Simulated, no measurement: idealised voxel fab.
This section sets out a process module, namely voxel ribs on slabs.
Xsec cut, 235 nm wide, square cell size 5 nm.
This document writes a cross-section as a grid whose cells are square, and gives it as bands, listed from the top down; one or more rows of cells form a band.
Each band's line starts with the height of the band's top and of its bottom, in nm. Then come its materials from left to right, each with its width in nm. One material with "edge to edge" fills the band from edge to edge. "air" is empty space.
Zero point of the height axis is 0; under it, received wafer = one material. Lowest band: continues down indefinitely, "from 0 down".
A width given as "30 to 40" starts at the first number in the band's top row and ends at the second number in its bottom row, shifting by an equal amount at every step from row to row.
"everything unchanged", as given for a step, is the statement that not any cell of the cross-section underwent a change during that step.
You'll see "Non-vented voids" listing empty spaces that have no way open to the top, as long as they're 8 cells or more; the notation is width x height at distance, where the distance is from the left edge, and all of it is in nm.
Past the settings on a step's line: simulator remark, on that step.
On any step carrying a mask, the "overlay nm" setting, if present on the step's line, tells how far right of its planned place the mask lay; negative values point to the left.
Steps planned for the process
1 RECEIVE with material Si
2 DIRECTIONAL_DEP with material SiO2, thk nm 25
3 DIRECTIONAL_DEP with material polySi, thk nm 25
4 DIRECTIONAL_DEP with material aC, thk nm 15
5 PATTERN with tone cover, mask id RIB, material resist, width nm 30, thk nm 35, overlay nm 0
6 DIRECTIONAL_ETCH with etch materials aC, depth nm 15
7 STRIP with etch materials resist
8 DIRECTIONAL_ETCH with etch materials polySi, depth nm 5
9 STRIP with etch materials aC
10 PATTERN with tone cover, mask id SLAB, material resist, width nm 90, thk nm 20, overlay nm 0
11 DIRECTIONAL_ETCH with etch materials polySi, depth nm 20
12 STRIP with etch materials resist
13 FILL_DEP with material SiO2, thk nm 30
14 CMP with height nm 70
15 DIRECTIONAL_DEP with material W, thk nm 10
16 DIRECTIONAL_DEP with material aC, thk nm 10
17 PATTERN with tone cover, mask id HEATER, material resist, width nm 40, thk nm 25, overlay nm 0
18 DIRECTIONAL_ETCH with etch materials aC, depth nm 10
19 STRIP with etch materials resist
20 DIRECTIONAL_ETCH with etch materials W, depth nm 10
21 STRIP with etch materials aC
22 CONFORMAL_DEP with material SiO2, thk nm 5
Cross-sectional view of the wafer in its as-received condition, corresponding to the state after step 1
  from 0 down | Si edge to edge
  Non-vented voids: none
First wafer of two, sectioned at end of module; run went per plan
  from 85 to 80 | air=90; SiO2=50; air=95
  from 80 to 75 | air=90; SiO2=5; W=40; SiO2=5; air=95
  from 75 to 70 | SiO2=95; W=40; SiO2=100
  from 70 to 50 | SiO2 edge to edge
  from 50 to 45 | SiO2=100; polySi=30; SiO2=105
  from 45 to 25 | SiO2=70; polySi=90; SiO2=75
  from 25 to 0 | SiO2 edge to edge
  from 0 down | Si edge to edge
  Non-vented voids: none
What the second wafer looks like in cross-section once the module is done. Its start and its plan matched the first wafer's exactly; what differed was one mistake in how it was run
  from 85 to 80 | air=90; SiO2=50; air=95
  from 80 to 75 | air=90; SiO2=5; W=40; SiO2=5; air=95
  from 75 to 70 | SiO2=95; W=40; SiO2=100
  from 70 to 50 | SiO2 edge to edge
  from 50 to 45 | SiO2=100; polySi=30; SiO2=105
  from 45 to 25 | SiO2=70; polySi=90; SiO2=75
  from 25 to 0 | aC edge to edge
  from 0 down | Si edge to edge
  Non-vented voids: none
What was done differently from what was planned? planned and actual differ for step 2; actual: DIRECTIONAL_DEP with material aC, thk nm 25
End of process, cell counts, second wafer against first, materials with more or fewer: -235 SiO2 | +235 aC
